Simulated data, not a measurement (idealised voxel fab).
You're looking at the process module voxel transistor to metal.
165 nm wide, 5 nm square cells: that's cross-section cut.
Bands, listed from the top down, are how a cross-section gets written in this document; the cross-section itself is a grid of square cells, and a band is one or more rows of them. First you get the band's top height and its bottom height, in nm, and then the materials it's made of, left to right, with each width in nm. If you see a single material with "everywhere", that one covers the band edge to edge. "air" is empty space. The reference from which all heights are counted is 0, the level beneath which the as-received wafer is entirely one material; the lowest band, having no lower bound, proceeds downward and is written after the example "0 down". So if you see something like "30 to 40" for the width, read it as the top row of the band sitting at the first number and the bottom row at the second, with every row in between moving by the same amount as the last. Where the words "identical to before" appear for a step, the cross-section shows no cell changed by that step; every cell remained as before. Each empty space that has no open way to the top and spans at least 8 cells appears under "Closed voids list" as width x height at distance, the distance counted from the left edge, all in nm. The remark found on a step's line after its settings is issued by the simulator itself and pertains to that step. A step line may carry the setting "overlay nm", which, for steps involving a mask, states the distance by which the mask lay to the right of its intended position; negative values denote displacement to the left. Pairs follow: section before one process step, section after it down to the lowest changed band, step with settings underneath. Pairs may come from different runs of this module on the same starting wafer; continuity with the pair above only as stated in the "State on entry" entry.

State on entry:
> 55 to 30  air 30 / W 20 / air 65 / W 20 / air 30
> 30 to 25  TiN everywhere
> 25 to 15  SiO2 30 / TiN 5 / W 10 / TiN 5 / SiO2 65 / TiN 5 / W 10 / TiN 5 / SiO2 30
> 15 to 0  SiO2 30 / TiN 5 / W 10 / TiN 5 / SiO2 5 / SiN 10 / HfO2 5 / TiN 5 / W 15 / TiN 5 / HfO2 5 / SiN 10 / SiO2 5 / TiN 5 / W 10 / TiN 5 / SiO2 30
> 0 to -5  SiO2 30 / TiN 5 / W 10 / TiN 5 / SiO2 5 / SiN 10 / HfO2 5 / TiN 25 / HfO2 5 / SiN 10 / SiO2 5 / TiN 5 / W 10 / TiN 5 / SiO2 30
> -5 to -10  SiO2 30 / TiN 20 / SiGe 5 / SiO2 5 / HfO2 45 / SiO2 5 / SiGe 5 / TiN 20 / SiO2 30
> -10 to -15  SiO2 35 / SiGe 20 / Si 55 / SiGe 20 / SiO2 35
> -15 to -50  SiO2 35 / Si 95 / SiO2 35
> -50 down  Si everywhere
> Closed voids list: none

After the Step:
> 55 to 30  air 30 / W 20 / air 65 / W 20 / air 30
> 30 to 25  air 30 / TiN 20 / air 65 / TiN 20 / air 30
> below 25: unchanged
> Closed voids list: none
Intermediate step for the cross-sections above: MASKED_ETCH,tone cover,mask id METAL_1,width nm 20,pitch nm 85,etch materials TiN,depth nm 5,overlay nm 0

State on entry: see the after view in the pair directly above.

After the Step:
> 60 to 55  air 25 / SiN 30 / air 55 / SiN 30 / air 25
> 55 to 30  air 25 / SiN 5 / W 20 / SiN 5 / air 55 / SiN 5 / W 20 / SiN 5 / air 25
> 30 to 25  SiN 30 / TiN 20 / SiN 65 / TiN 20 / SiN 30
> below 25: unchanged
> Closed voids list: none
Intermediate step for the cross-sections above: CONFORMAL_DEP,material SiN,thk nm 5

State on entry: see the after view in the pair directly above.

After the Step:
> 65 to 60  lowk everywhere
> 60 to 55  lowk 25 / SiN 30 / lowk 55 / SiN 30 / lowk 25
> 55 to 30  lowk 25 / SiN 5 / W 20 / SiN 5 / lowk 55 / SiN 5 / W 20 / SiN 5 / lowk 25
> below 30: unchanged
> Closed voids list: none
Intermediate step for the cross-sections above: FILL_DEP,material lowk,thk nm 5

State on entry: see the after view in the pair directly above.

After the Step:
> 55 to 30  lowk 25 / SiN 5 / W 20 / SiN 5 / lowk 55 / SiN 5 / W 20 / SiN 5 / lowk 25
> below 30: unchanged
> Closed voids list: none
Intermediate step for the cross-sections above: CMP,height nm 55

State on entry: see the after view in the pair directly above.

After the Step:
> 60 to 55  SiCN everywhere
> below 55: unchanged
> Closed voids list: none
Intermediate step for the cross-sections above: CONFORMAL_DEP,material SiCN,thk nm 5

State on entry:
> 55 to 30  air 30 / W 20 / air 65 / W 20 / air 30
> 30 to 25  TiN everywhere
> 25 to 15  SiO2 30 / TiN 5 / W 10 / TiN 5 / SiO2 65 / TiN 5 / W 10 / TiN 5 / SiO2 30
> 15 to 0  SiO2 30 / TiN 5 / W 10 / TiN 5 / SiO2 5 / SiN 10 / HfO2 5 / TiN 5 / W 15 / TiN 5 / HfO2 5 / SiN 10 / SiO2 5 / TiN 5 / W 10 / TiN 5 / SiO2 30
> 0 to -5  SiO2 30 / TiN 5 / W 10 / TiN 5 / SiO2 5 / SiN 10 / HfO2 5 / TiN 25 / HfO2 5 / SiN 10 / SiO2 5 / TiN 5 / W 10 / TiN 5 / SiO2 30
> -5 to -10  SiO2 30 / TiN 20 / SiGe 5 / SiO2 5 / HfO2 45 / SiO2 5 / SiGe 5 / TiN 20 / SiO2 30
> -10 to -15  SiO2 30 / SiGe 25 / Si 55 / SiGe 25 / SiO2 30
> -15 to -45  SiO2 30 / Si 105 / SiO2 30
> -45 down  Si everywhere
> Closed voids list: none

After the Step:
> 55 to 30  air 30 / W 20 / air 65 / W 20 / air 30
> 30 to 25  air 25 / TiN 30 / air 55 / TiN 30 / air 25
> below 25: unchanged
> Closed voids list: none
Intermediate step for the cross-sections above: MASKED_ETCH,tone cover,mask id METAL_1,width nm 30,pitch nm 85,etch materials TiN,depth nm 5,overlay nm 0

State on entry: see the after view in the pair directly above.

After the Step:
> 60 to 55  air 25 / SiN 30 / air 55 / SiN 30 / air 25
> 55 to 35  air 25 / SiN 5 / W 20 / SiN 5 / air 55 / SiN 5 / W 20 / SiN 5 / air 25
> 35 to 30  air 20 / SiN 10 / W 20 / SiN 10 / air 45 / SiN 10 / W 20 / SiN 10 / air 20
> 30 to 25  SiN 25 / TiN 30 / SiN 55 / TiN 30 / SiN 25
> below 25: unchanged
> Closed voids list: none
Intermediate step for the cross-sections above: CONFORMAL_DEP,material SiN,thk nm 5

State on entry: see the after view in the pair directly above.

After the Step:
> 65 to 60  lowk everywhere
> 60 to 55  lowk 25 / SiN 30 / lowk 55 / SiN 30 / lowk 25
> 55 to 35  lowk 25 / SiN 5 / W 20 / SiN 5 / lowk 55 / SiN 5 / W 20 / SiN 5 / lowk 25
> 35 to 30  lowk 20 / SiN 10 / W 20 / SiN 10 / lowk 45 / SiN 10 / W 20 / SiN 10 / lowk 20
> below 30: unchanged
> Closed voids list: none
Intermediate step for the cross-sections above: FILL_DEP,material lowk,thk nm 5

State on entry: see the after view in the pair directly above.

After the Step:
> 55 to 35  lowk 25 / SiN 5 / W 20 / SiN 5 / lowk 55 / SiN 5 / W 20 / SiN 5 / lowk 25
> below 35: unchanged
> Closed voids list: none
Intermediate step for the cross-sections above: CMP,height nm 55

State on entry: see the after view in the pair directly above.

After the Step:
> 60 to 55  SiCN everywhere
> below 55: unchanged
> Closed voids list: none
Intermediate step for the cross-sections above: CONFORMAL_DEP,material SiCN,thk nm 5

State on entry:
> 35 to 25  aC everywhere
> 25 to 15  SiO2 everywhere
> 15 to 0  SiO2 55 / SiN 10 / HfO2 5 / TiN 5 / W 15 / TiN 5 / HfO2 5 / SiN 10 / SiO2 55
> 0 to -5  SiO2 55 / SiN 10 / HfO2 5 / TiN 25 / HfO2 5 / SiN 10 / SiO2 55
> -5 to -10  SiO2 50 / SiGe 5 / SiO2 5 / HfO2 45 / SiO2 5 / SiGe 5 / SiO2 50
> -10 to -15  SiO2 30 / SiGe 25 / Si 55 / SiGe 25 / SiO2 30
> -15 to -45  SiO2 30 / Si 105 / SiO2 30
> -45 down  Si everywhere
> Closed voids list: none

After the Step:
> 65 to 35  resist 35 / air 20 / resist 65 / air 20 / resist 25
> below 35: unchanged
> Closed voids list: none
Intermediate step for the cross-sections above: PATTERN,tone open,mask id CONTACT,material resist,width nm 20,pitch nm 85,thk nm 30,overlay nm 5

State on entry: see the after view in the pair directly above.

After the Step:
> 55 to 35  resist 35 / air 20 / resist 65 / air 20 / resist 25
> 35 to 25  aC 35 / air 20 / aC 65 / air 20 / aC 25
> below 25: unchanged
> Closed voids list: none
Intermediate step for the cross-sections above: DIRECTIONAL_ETCH,etch materials aC,depth nm 10

State on entry: see the after view in the pair directly above.

After the Step:
> 35 to 25  aC 35 / air 20 / aC 65 / air 20 / aC 25
> below 25: unchanged
> Closed voids list: none
Intermediate step for the cross-sections above: STRIP,etch materials resist

State on entry: see the after view in the pair directly above.

After the Step:
> 35 to 25  aC 35 / air 20 / aC 65 / air 20 / aC 25
> 25 to 15  SiO2 35 / air 20 / SiO2 65 / air 20 / SiO2 25
> 15 to 0  SiO2 35 / air 20 / SiN 10 / HfO2 5 / TiN 5 / W 15 / TiN 5 / HfO2 5 / SiN 10 / SiO2 10 / air 20 / SiO2 25
> 0 to -5  SiO2 35 / air 20 / SiN 10 / HfO2 5 / TiN 25 / HfO2 5 / SiN 10 / SiO2 10 / air 20 / SiO2 25
> -5 to -10  SiO2 35 / air 15 / SiGe 5 / SiO2 5 / HfO2 45 / SiO2 5 / SiGe 5 / SiO2 5 / air 20 / SiO2 25
> below -10: unchanged
> Closed voids list: none
Intermediate step for the cross-sections above: DIRECTIONAL_ETCH,etch materials SiO2,depth nm 35

State on entry: see the after view in the pair directly above.

After the Step:
> 25 to 15  SiO2 35 / air 20 / SiO2 65 / air 20 / SiO2 25
> below 15: unchanged
> Closed voids list: none
Intermediate step for the cross-sections above: STRIP,etch materials aC

State on entry: see the after view in the pair directly above.

After the Step:
> 30 to 25  TiN 40 / air 10 / TiN 75 / air 10 / TiN 30
> 25 to 15  SiO2 35 / TiN 5 / air 10 / TiN 5 / SiO2 65 / TiN 5 / air 10 / TiN 5 / SiO2 25
> 15 to 0  SiO2 35 / TiN 5 / air 10 / TiN 5 / SiN 10 / HfO2 5 / TiN 5 / W 15 / TiN 5 / HfO2 5 / SiN 10 / SiO2 10 / TiN 5 / air 10 / TiN 5 / SiO2 25
> 0 to -5  SiO2 35 / TiN 5 / air 5 / TiN 10 / SiN 10 / HfO2 5 / TiN 25 / HfO2 5 / SiN 10 / SiO2 10 / TiN 5 / air 10 / TiN 5 / SiO2 25
> -5 to -10  SiO2 35 / TiN 15 / SiGe 5 / SiO2 5 / HfO2 45 / SiO2 5 / SiGe 5 / SiO2 5 / TiN 20 / SiO2 25
> below -10: unchanged
> Closed voids list: none
Intermediate step for the cross-sections above: CONFORMAL_DEP,material TiN,thk nm 5

State on entry: see the after view in the pair directly above.

After the Step:
> 35 to 30  W everywhere
> 30 to 25  TiN 40 / W 10 / TiN 75 / W 10 / TiN 30
> 25 to 15  SiO2 35 / TiN 5 / W 10 / TiN 5 / SiO2 65 / TiN 5 / W 10 / TiN 5 / SiO2 25
> 15 to 0  SiO2 35 / TiN 5 / W 10 / TiN 5 / SiN 10 / HfO2 5 / TiN 5 / W 15 / TiN 5 / HfO2 5 / SiN 10 / SiO2 10 / TiN 5 / W 10 / TiN 5 / SiO2 25
> 0 to -5  SiO2 35 / TiN 5 / W 5 / TiN 10 / SiN 10 / HfO2 5 / TiN 25 / HfO2 5 / SiN 10 / SiO2 10 / TiN 5 / W 10 / TiN 5 / SiO2 25
> below -5: unchanged
> Closed voids list: none
Intermediate step for the cross-sections above: FILL_DEP,material W,thk nm 5

State on entry: see the after view in the pair directly above.

After the Step:
> 25 to 15  SiO2 35 / TiN 5 / W 10 / TiN 5 / SiO2 65 / TiN 5 / W 10 / TiN 5 / SiO2 25
> below 15: unchanged
> Closed voids list: none
Intermediate step for the cross-sections above: CMP,height nm 25

State on entry: see the after view in the pair directly above.

After the Step:
> 30 to 25  TiN everywhere
> below 25: unchanged
> Closed voids list: none
Intermediate step for the cross-sections above: DIRECTIONAL_DEP,material TiN,thk nm 5

State on entry: see the after view in the pair directly above.

After the Step:
> 55 to 30  W everywhere
> below 30: unchanged
> Closed voids list: none
Intermediate step for the cross-sections above: DIRECTIONAL_DEP,material W,thk nm 25

State on entry: see the after view in the pair directly above.

After the Step:
> 55 to 30  air 30 / W 20 / air 65 / W 20 / air 30
> below 30: unchanged
> Closed voids list: none
Intermediate step for the cross-sections above: MASKED_ETCH,tone cover,mask id METAL_1,width nm 20,pitch nm 85,etch materials W,depth nm 25,overlay nm 0

State on entry: see the after view in the pair directly above.

After the Step:
> 55 to 30  air 30 / W 20 / air 65 / W 20 / air 30
> 30 to 25  air 30 / TiN 20 / air 65 / TiN 20 / air 30
> below 25: unchanged
> Closed voids list: none
Intermediate step for the cross-sections above: MASKED_ETCH,tone cover,mask id METAL_1,width nm 20,pitch nm 85,etch materials TiN,depth nm 5,overlay nm 0

State on entry: see the after view in the pair directly above.

After the Step:
> 60 to 55  air 25 / SiN 30 / air 55 / SiN 30 / air 25
> 55 to 30  air 25 / SiN 5 / W 20 / SiN 5 / air 55 / SiN 5 / W 20 / SiN 5 / air 25
> 30 to 25  SiN 30 / TiN 20 / SiN 65 / TiN 20 / SiN 30
> below 25: unchanged
> Closed voids list: none
Intermediate step for the cross-sections above: CONFORMAL_DEP,material SiN,thk nm 5

State on entry: see the after view in the pair directly above.

After the Step:
> 65 to 60  lowk everywhere
> 60 to 55  lowk 25 / SiN 30 / lowk 55 / SiN 30 / lowk 25
> 55 to 30  lowk 25 / SiN 5 / W 20 / SiN 5 / lowk 55 / SiN 5 / W 20 / SiN 5 / lowk 25
> below 30: unchanged
> Closed voids list: none
Intermediate step for the cross-sections above: FILL_DEP,material lowk,thk nm 5

State on entry: see the after view in the pair directly above.

After the Step:
> 55 to 30  lowk 25 / SiN 5 / W 20 / SiN 5 / lowk 55 / SiN 5 / W 20 / SiN 5 / lowk 25
> below 30: unchanged
> Closed voids list: none
Intermediate step for the cross-sections above: CMP,height nm 55

State on entry: see the after view in the pair directly above.

After the Step:
> 60 to 55  SiCN everywhere
> below 55: unchanged
> Closed voids list: none
Intermediate step for the cross-sections above: CONFORMAL_DEP,material SiCN,thk nm 5

State on entry:
> 30 to 25  TiN everywhere
> 25 to 15  SiO2 30 / TiN 5 / W 10 / TiN 5 / SiO2 65 / TiN 5 / W 10 / TiN 5 / SiO2 30
> 15 to 0  SiO2 30 / TiN 5 / W 10 / TiN 5 / SiO2 5 / SiN 10 / HfO2 5 / TiN 5 / W 15 / TiN 5 / HfO2 5 / SiN 10 / SiO2 5 / TiN 5 / W 10 / TiN 5 / SiO2 30
> 0 to -5  SiO2 30 / TiN 5 / W 10 / TiN 5 / SiO2 5 / SiN 10 / HfO2 5 / TiN 25 / HfO2 5 / SiN 10 / SiO2 5 / TiN 5 / W 10 / TiN 5 / SiO2 30
> -5 to -10  SiO2 30 / TiN 20 / SiGe 5 / SiO2 5 / HfO2 45 / SiO2 5 / SiGe 5 / TiN 20 / SiO2 30
> -10 to -15  SiO2 30 / SiGe 25 / Si 55 / SiGe 25 / SiO2 30
> -15 to -45  SiO2 30 / Si 105 / SiO2 30
> -45 down  Si everywhere
> Closed voids list: none

After the Step:
> 55 to 30  lowk everywhere
> below 30: unchanged
> Closed voids list: none
Intermediate step for the cross-sections above: DIRECTIONAL_DEP,material lowk,thk nm 25

State on entry: see the after view in the pair directly above.

After the Step:
> 60 to 55  SiN everywhere
> below 55: unchanged
> Closed voids list: none
Intermediate step for the cross-sections above: CONFORMAL_DEP,material SiN,thk nm 5

State on entry: see the after view in the pair directly above.

After the Step:
> 65 to 60  lowk everywhere
> below 60: unchanged
> Closed voids list: none
Intermediate step for the cross-sections above: FILL_DEP,material lowk,thk nm 5

State on entry: see the after view in the pair directly above.

After the Step:
> 55 to 30  lowk everywhere
> below 30: unchanged
> Closed voids list: none
Intermediate step for the cross-sections above: CMP,height nm 55

State on entry: see the after view in the pair directly above.

After the Step:
> 60 to 55  SiCN everywhere
> below 55: unchanged
> Closed voids list: none
Intermediate step for the cross-sections above: CONFORMAL_DEP,material SiCN,thk nm 5

State on entry:
> 35 to 25  aC everywhere
> 25 to 15  SiO2 everywhere
> 15 to 0  SiO2 55 / SiN 10 / HfO2 5 / TiN 5 / W 15 / TiN 5 / HfO2 5 / SiN 10 / SiO2 55
> 0 to -5  SiO2 55 / SiN 10 / HfO2 5 / TiN 25 / HfO2 5 / SiN 10 / SiO2 55
> -5 to -10  SiO2 50 / SiGe 5 / SiO2 5 / HfO2 45 / SiO2 5 / SiGe 5 / SiO2 50
> -10 to -15  SiO2 30 / SiGe 25 / Si 55 / SiGe 25 / SiO2 30
> -15 to -45  SiO2 30 / Si 105 / SiO2 30
> -45 down  Si everywhere
> Closed voids list: none

After the Step:
> 65 to 35  air 30 / resist 20 / air 65 / resist 20 / air 30
> below 35: unchanged
> Closed voids list: none
Intermediate step for the cross-sections above: PATTERN,tone cover,mask id CONTACT,material resist,width nm 20,pitch nm 85,thk nm 30,overlay nm 0

State on entry: see the after view in the pair directly above.

After the Step:
> 55 to 35  air 30 / resist 20 / air 65 / resist 20 / air 30
> 35 to 25  air 30 / aC 20 / air 65 / aC 20 / air 30
> below 25: unchanged
> Closed voids list: none
Intermediate step for the cross-sections above: DIRECTIONAL_ETCH,etch materials aC,depth nm 10

State on entry: see the after view in the pair directly above.

After the Step:
> 35 to 25  air 30 / aC 20 / air 65 / aC 20 / air 30
> below 25: unchanged
> Closed voids list: none
Intermediate step for the cross-sections above: STRIP,etch materials resist

State on entry: see the after view in the pair directly above.

After the Step:
> 35 to 25  air 30 / aC 20 / air 65 / aC 20 / air 30
> 25 to 15  air 30 / SiO2 20 / air 65 / SiO2 20 / air 30
> 15 to 0  air 30 / SiO2 20 / air 5 / SiN 10 / HfO2 5 / TiN 5 / W 15 / TiN 5 / HfO2 5 / SiN 10 / air 5 / SiO2 20 / air 30
> 0 to -5  air 30 / SiO2 20 / air 5 / SiN 10 / HfO2 5 / TiN 25 / HfO2 5 / SiN 10 / air 5 / SiO2 20 / air 30
> -5 to -10  air 30 / SiO2 20 / SiGe 5 / SiO2 5 / HfO2 45 / SiO2 5 / SiGe 5 / SiO2 20 / air 30
> below -10: unchanged
> Closed voids list: none
Intermediate step for the cross-sections above: DIRECTIONAL_ETCH,etch materials SiO2,depth nm 35

State on entry: see the after view in the pair directly above.

After the Step:
> 25 to 15  air 30 / SiO2 20 / air 65 / SiO2 20 / air 30
> below 15: unchanged
> Closed voids list: none
Intermediate step for the cross-sections above: STRIP,etch materials aC

State on entry: see the after view in the pair directly above.

After the Step:
> 30 to 25  air 25 / TiN 30 / air 55 / TiN 30 / air 25
> 25 to 20  air 25 / TiN 5 / SiO2 20 / TiN 5 / air 55 / TiN 5 / SiO2 20 / TiN 5 / air 25
> 20 to 15  air 25 / TiN 5 / SiO2 20 / TiN 65 / SiO2 20 / TiN 5 / air 25
> 15 to 0  air 25 / TiN 5 / SiO2 20 / TiN 5 / SiN 10 / HfO2 5 / TiN 5 / W 15 / TiN 5 / HfO2 5 / SiN 10 / TiN 5 / SiO2 20 / TiN 5 / air 25
> 0 to -5  air 25 / TiN 5 / SiO2 20 / TiN 5 / SiN 10 / HfO2 5 / TiN 25 / HfO2 5 / SiN 10 / TiN 5 / SiO2 20 / TiN 5 / air 25
> -5 to -10  TiN 30 / SiO2 20 / SiGe 5 / SiO2 5 / HfO2 45 / SiO2 5 / SiGe 5 / SiO2 20 / TiN 30
> below -10: unchanged
> Closed voids list: none
Intermediate step for the cross-sections above: CONFORMAL_DEP,material TiN,thk nm 5

State on entry: see the after view in the pair directly above.

After the Step:
> 35 to 30  W everywhere
> 30 to 25  W 25 / TiN 30 / W 55 / TiN 30 / W 25
> 25 to 20  W 25 / TiN 5 / SiO2 20 / TiN 5 / W 55 / TiN 5 / SiO2 20 / TiN 5 / W 25
> 20 to 15  W 25 / TiN 5 / SiO2 20 / TiN 65 / SiO2 20 / TiN 5 / W 25
> 15 to 0  W 25 / TiN 5 / SiO2 20 / TiN 5 / SiN 10 / HfO2 5 / TiN 5 / W 15 / TiN 5 / HfO2 5 / SiN 10 / TiN 5 / SiO2 20 / TiN 5 / W 25
> 0 to -5  W 25 / TiN 5 / SiO2 20 / TiN 5 / SiN 10 / HfO2 5 / TiN 25 / HfO2 5 / SiN 10 / TiN 5 / SiO2 20 / TiN 5 / W 25
> below -5: unchanged
> Closed voids list: none
Intermediate step for the cross-sections above: FILL_DEP,material W,thk nm 5

State on entry: see the after view in the pair directly above.

After the Step:
> 25 to 20  W 25 / TiN 5 / SiO2 20 / TiN 5 / W 55 / TiN 5 / SiO2 20 / TiN 5 / W 25
> below 20: unchanged
> Closed voids list: none
Intermediate step for the cross-sections above: CMP,height nm 25

State on entry: see the after view in the pair directly above.

After the Step:
> 30 to 25  TiN everywhere
> below 25: unchanged
> Closed voids list: none
Intermediate step for the cross-sections above: DIRECTIONAL_DEP,material TiN,thk nm 5

State on entry: see the after view in the pair directly above.

After the Step:
> 55 to 30  W everywhere
> below 30: unchanged
> Closed voids list: none
Intermediate step for the cross-sections above: DIRECTIONAL_DEP,material W,thk nm 25

State on entry: see the after view in the pair directly above.

After the Step:
> 55 to 30  air 30 / W 20 / air 65 / W 20 / air 30
> below 30: unchanged
> Closed voids list: none
Intermediate step for the cross-sections above: MASKED_ETCH,tone cover,mask id METAL_1,width nm 20,pitch nm 85,etch materials W,depth nm 25,overlay nm 0

State on entry: see the after view in the pair directly above.

After the Step:
> 55 to 30  air 30 / W 20 / air 65 / W 20 / air 30
> 30 to 25  air 30 / TiN 20 / air 65 / TiN 20 / air 30
> below 25: unchanged
> Closed voids list: none
Intermediate step for the cross-sections above: MASKED_ETCH,tone cover,mask id METAL_1,width nm 20,pitch nm 85,etch materials TiN,depth nm 5,overlay nm 0

State on entry: see the after view in the pair directly above.

After the Step:
> 60 to 55  air 25 / SiN 30 / air 55 / SiN 30 / air 25
> 55 to 30  air 25 / SiN 5 / W 20 / SiN 5 / air 55 / SiN 5 / W 20 / SiN 5 / air 25
> 30 to 25  SiN 30 / TiN 20 / SiN 65 / TiN 20 / SiN 30
> below 25: unchanged
> Closed voids list: none
Intermediate step for the cross-sections above: CONFORMAL_DEP,material SiN,thk nm 5

State on entry: see the after view in the pair directly above.

After the Step:
> 65 to 60  lowk everywhere
> 60 to 55  lowk 25 / SiN 30 / lowk 55 / SiN 30 / lowk 25
> 55 to 30  lowk 25 / SiN 5 / W 20 / SiN 5 / lowk 55 / SiN 5 / W 20 / SiN 5 / lowk 25
> below 30: unchanged
> Closed voids list: none
Intermediate step for the cross-sections above: FILL_DEP,material lowk,thk nm 5

State on entry: see the after view in the pair directly above.

After the Step:
> 55 to 30  lowk 25 / SiN 5 / W 20 / SiN 5 / lowk 55 / SiN 5 / W 20 / SiN 5 / lowk 25
> below 30: unchanged
> Closed voids list: none
Intermediate step for the cross-sections above: CMP,height nm 55

State on entry: see the after view in the pair directly above.

After the Step:
> 60 to 55  SiCN everywhere
> below 55: unchanged
> Closed voids list: none
Intermediate step for the cross-sections above: CONFORMAL_DEP,material SiCN,thk nm 5
